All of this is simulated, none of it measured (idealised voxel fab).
process module | voxel wiring stack
cross-section cut | 190 nm wide | cells 5 nm
A cross-section is a grid of square cells, given in bands from the top down. A band is one or more rows of cells.
Each band's line starts with the height of the band's top and of its bottom, in nm. Then come its materials from left to right, each with its width in nm. One material with "throughout" fills the band from edge to edge. "air" is empty space.
Height 0 is the level under which the wafer as received is all one material. The lowest band goes on downwards, as in "0 down".
A width such as "30 to 40" changes by the same amount from each row of cells to the next, from the band's top row to its bottom row.
"no change" after a step means that no cell of the cross-section changed.
closed voids: empty space of 8 cells or more with no open way to the top, each as width x height at its distance from the left edge, in nm
after a step's settings: what the simulator itself notes on the step
overlay nm, on a step with a mask: how far to the right of its planned place the mask lay; to the left if negative
plan
1 op RECEIVE | material Si
2 op CONFORMAL_DEP | material SiO2 | thk nm 10
3 op CONFORMAL_DEP | material SiCN | thk nm 5
4 op DIRECTIONAL_DEP | material lowk | thk nm 20
5 op MASKED_ETCH | tone open | mask id METAL_1 | width nm 25 | pitch nm 40 | etch materials lowk | depth nm 20 | overlay nm 0
6 op MASKED_ETCH | tone open | mask id METAL_1 | width nm 25 | pitch nm 40 | etch materials SiCN | depth nm 5 | overlay nm 0
7 op CONFORMAL_DEP | material TiN | thk nm 5
8 op FILL_DEP | material W | thk nm 10
9 op CMP | height nm 35
10 op CONFORMAL_DEP | material SiCN | thk nm 5
11 op DIRECTIONAL_DEP | material lowk | thk nm 10
12 op PATTERN | tone open | mask id PLUG_1 | material resist | width nm 15 | pitch nm 40 | thk nm 20 | overlay nm 0
13 op DIRECTIONAL_ETCH | etch materials lowk | depth nm 10
14 op DIRECTIONAL_ETCH | etch materials SiCN | depth nm 5
15 op STRIP | etch materials resist
16 op EPI | material Ru | thk nm 10
17 op EPI | material Ru | thk nm 5
18 op CONFORMAL_DEP | material SiCN | thk nm 5
19 op DIRECTIONAL_DEP | material lowk | thk nm 15
20 op DIRECTIONAL_DEP | material aC | thk nm 10
21 op PATTERN | tone open | mask id METAL_2 | material resist | width nm 25 | pitch nm 40 | thk nm 25 | overlay nm 0
22 op DIRECTIONAL_ETCH | etch materials aC | depth nm 10
23 op STRIP | etch materials resist
24 op DIRECTIONAL_ETCH | etch materials lowk | depth nm 15
25 op DIRECTIONAL_ETCH | etch materials SiCN | depth nm 5
26 op STRIP | etch materials aC
27 op CONFORMAL_DEP | material TiN | thk nm 5
28 op FILL_DEP | material Ru | thk nm 10
29 op CMP | height nm 70
30 op EPI | material Ru | thk nm 5
31 op FILL_DEP | material SiCN | thk nm 5
32 op DIRECTIONAL_DEP | material lowk | thk nm 30
33 op MASKED_ETCH | tone open | mask id METAL_3 | width nm 25 | pitch nm 40 | etch materials lowk | depth nm 20 | overlay nm 0
34 op DIRECTIONAL_DEP | material aC | thk nm 15
35 op PATTERN | tone open | mask id METAL_3_HOLES | material resist | width nm 15 | thk nm 35 | overlay nm 0
36 op DIRECTIONAL_ETCH | etch materials aC | depth nm 15
37 op STRIP | etch materials resist
38 op DIRECTIONAL_ETCH | etch materials lowk | depth nm 10
39 op DIRECTIONAL_ETCH | etch materials SiCN | depth nm 5
40 op STRIP | etch materials aC
41 op CONFORMAL_DEP | material TiN | thk nm 5
42 op FILL_DEP | material Ru | thk nm 5
43 op CMP | height nm 110
44 op CONFORMAL_DEP | material SiN | thk nm 5
as received, after step 1
  0 down: Si throughout
  closed voids: none
first wafer at the end, as planned
  115 to 110: SiN throughout
  110 to 95: lowk 60 | TiN 5 | Ru 15 | TiN 5 | lowk 15 | TiN 5 | Ru 15 | TiN 5 | lowk 65
  95 to 90: lowk 60 | TiN 5 | Ru 5 | TiN 15 | lowk 15 | TiN 25 | lowk 65
  90 to 80: lowk 60 | TiN 5 | Ru 5 | TiN 5 | lowk 115
  80 to 75: SiCN 60 | TiN 15 | SiCN 115
  75 to 70: SiCN 55 | Ru 35 | SiCN 5 | Ru 35 | SiCN 60
  70 to 55: lowk 60 | TiN 5 | Ru 15 | TiN 5 | lowk 15 | TiN 5 | Ru 15 | TiN 5 | lowk 65
  55 to 50: SiCN 60 | TiN 25 | SiCN 15 | TiN 25 | SiCN 65
  50 to 40: lowk 60 | Ru 15 | lowk 25 | Ru 15 | lowk 75
  40 to 35: SiCN 60 | Ru 15 | SiCN 25 | Ru 15 | SiCN 75
  35 to 15: lowk 60 | TiN 5 | W 15 | TiN 5 | lowk 15 | TiN 5 | W 15 | TiN 5 | lowk 65
  15 to 10: SiCN 60 | TiN 25 | SiCN 15 | TiN 25 | SiCN 65
  10 to 0: SiO2 throughout
  0 down: Si throughout
  closed voids: none
second wafer at the end: like start, like plan, one mistake
  115 to 110: SiN throughout
  110 to 95: lowk 60 | TiN 5 | Ru 15 | TiN 5 | lowk 15 | TiN 5 | Ru 15 | TiN 5 | lowk 65
  95 to 90: lowk 60 | TiN 5 | Ru 5 | TiN 15 | lowk 15 | TiN 25 | lowk 65
  90 to 80: lowk 60 | TiN 5 | Ru 5 | TiN 5 | lowk 115
  80 to 75: SiCN 60 | TiN 15 | SiCN 115
  75 to 70: Ru 90 | SiCN 5 | Ru 35 | SiCN 10 | Ru 50
  70 to 60: Ru 50 | TiN 5 | lowk 5 | TiN 5 | Ru 15 | TiN 5 | lowk 15 | TiN 5 | Ru 15 | TiN 5 | lowk 20 | TiN 5 | Ru 40
  60 to 55: TiN 55 | lowk 5 | TiN 5 | Ru 15 | TiN 5 | lowk 15 | TiN 5 | Ru 15 | TiN 5 | lowk 20 | TiN 45
  55 to 50: lowk 55 | SiCN 5 | TiN 25 | SiCN 15 | TiN 25 | SiCN 20 | lowk 45
  50 to 40: lowk 55 | SiCN 5 | lowk 15 | Ru 25 | lowk 15 | Ru 25 | SiCN 5 | lowk 45
  40 to 35: SiCN 75 | Ru 25 | SiCN 15 | Ru 25 | SiCN 50
  35 to 15: lowk 60 | TiN 5 | W 15 | TiN 5 | lowk 15 | TiN 5 | W 15 | TiN 5 | lowk 65
  15 to 10: SiCN 60 | TiN 25 | SiCN 15 | TiN 25 | SiCN 65
  10 to 0: SiO2 throughout
  0 down: Si throughout
  closed voids: none
what went wrong: step 12 ran as: op PATTERN | tone cover | mask id PLUG_1 | material resist | width nm 15 | pitch nm 40 | thk nm 20 | overlay nm 0
at the end the second wafer has, in cells: 69 more of Ru | 41 fewer of SiCN | 24 more of TiN | 52 fewer of lowk
